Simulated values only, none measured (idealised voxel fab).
The following process module bears the name voxel ribs on slabs.
Square cell edge 5 nm, section width 250 nm, ID cut.
In what follows, cross-sections appear as grids of square cells, described through bands that run from the top down, where every band is one or more rows of cells.
Read a band's entry like this: the first values are the height of its top and the height of its bottom in nm, and what follows is the sequence of materials from left to right, each with its width in nm. Note that "air" is empty space, and that a single material marked "all across" reaches across the band from edge to edge.
Below 0: as-received wafer, all one material; heights counted from there. Lowest band: no bottom, goes on down, written "0..down".
Read "30->40" as a graded width: first number on top, second number at the bottom, same change between each pair of neighbouring rows.
Basically "all unchanged" means that step didn't change any cell in the cross-section.
"Voids, sealed" specifies each empty space that is not open to the top and that occupies no fewer than 8 cells, using the form width x height at distance, the distance measured from the left edge and all three quantities in nm.
Formally, on a step line, whatever follows the settings is a remark that the simulator itself makes on the step.
overlay nm: mask offset rightward from planned place, masked step; negative means leftward offset.
**Process steps - plan**
1. op RECEIVE | material Si
2. op DIRECTIONAL_DEP | material SiO2 | thk nm 20
3. op DIRECTIONAL_DEP | material polySi | thk nm 20
4. op MASKED_ETCH | tone cover | mask id RIB | width nm 20 | etch materials polySi | depth nm 5 | overlay nm 0
5. op DIRECTIONAL_DEP | material aC | thk nm 10
6. op PATTERN | tone cover | mask id SLAB | material resist | width nm 80 | thk nm 30 | overlay nm 0
7. op DIRECTIONAL_ETCH | etch materials aC | depth nm 10
8. op STRIP | etch materials resist
9. op DIRECTIONAL_ETCH | etch materials polySi | depth nm 15
10. op STRIP | etch materials aC
11. op FILL_DEP | material SiO2 | thk nm 30
12. op CMP | height nm 60
13. op DIRECTIONAL_DEP | material W | thk nm 5
14. op MASKED_ETCH | tone cover | mask id HEATER | width nm 30 | etch materials W | depth nm 5 | overlay nm 0
15. op CONFORMAL_DEP | material SiN | thk nm 10
**Incoming wafer, cross-sectional view, post step 1**
	0..down | Si all across
	Voids, sealed: none
**The first of two wafers, cross-sectioned at the end of the module, with the run proceeding as planned**
	75..70 | air 100 nm / SiN 50 nm / air 100 nm
	70..65 | SiN all across
	65..60 | SiN 110 nm / W 30 nm / SiN 110 nm
	60..40 | SiO2 all across
	40..35 | SiO2 115 nm / polySi 20 nm / SiO2 115 nm
	35..20 | SiO2 85 nm / polySi 80 nm / SiO2 85 nm
	20..0 | SiO2 all across
	0..down | Si all across
	Voids, sealed: none
**Second wafer of the two, sectioned at the end of the module. It began like the first and followed the same plan, but one mistake was made while running it**
	75..70 | air 100 nm / SiN 50 nm / air 100 nm
	70..65 | SiN all across
	65..60 | SiN 110 nm / W 30 nm / SiN 110 nm
	60..40 | SiO2 all across
	40..35 | SiO2 115 nm / polySi 20 nm / SiO2 115 nm
	35..20 | SiO2 90 nm / polySi 70 nm / SiO2 90 nm
	20..0 | SiO2 all across
	0..down | Si all across
	Voids, sealed: none
What was the processing mistake? so step 6 ended up running with a different setting than we planned, it ran as op PATTERN | tone cover | mask id SLAB | material resist | width nm 70 | thk nm 30 | overlay nm 0
Wafer comparison, final, in cells, second relative to first, materials more or fewer: SiO2: 6 more; polySi: 6 fewer
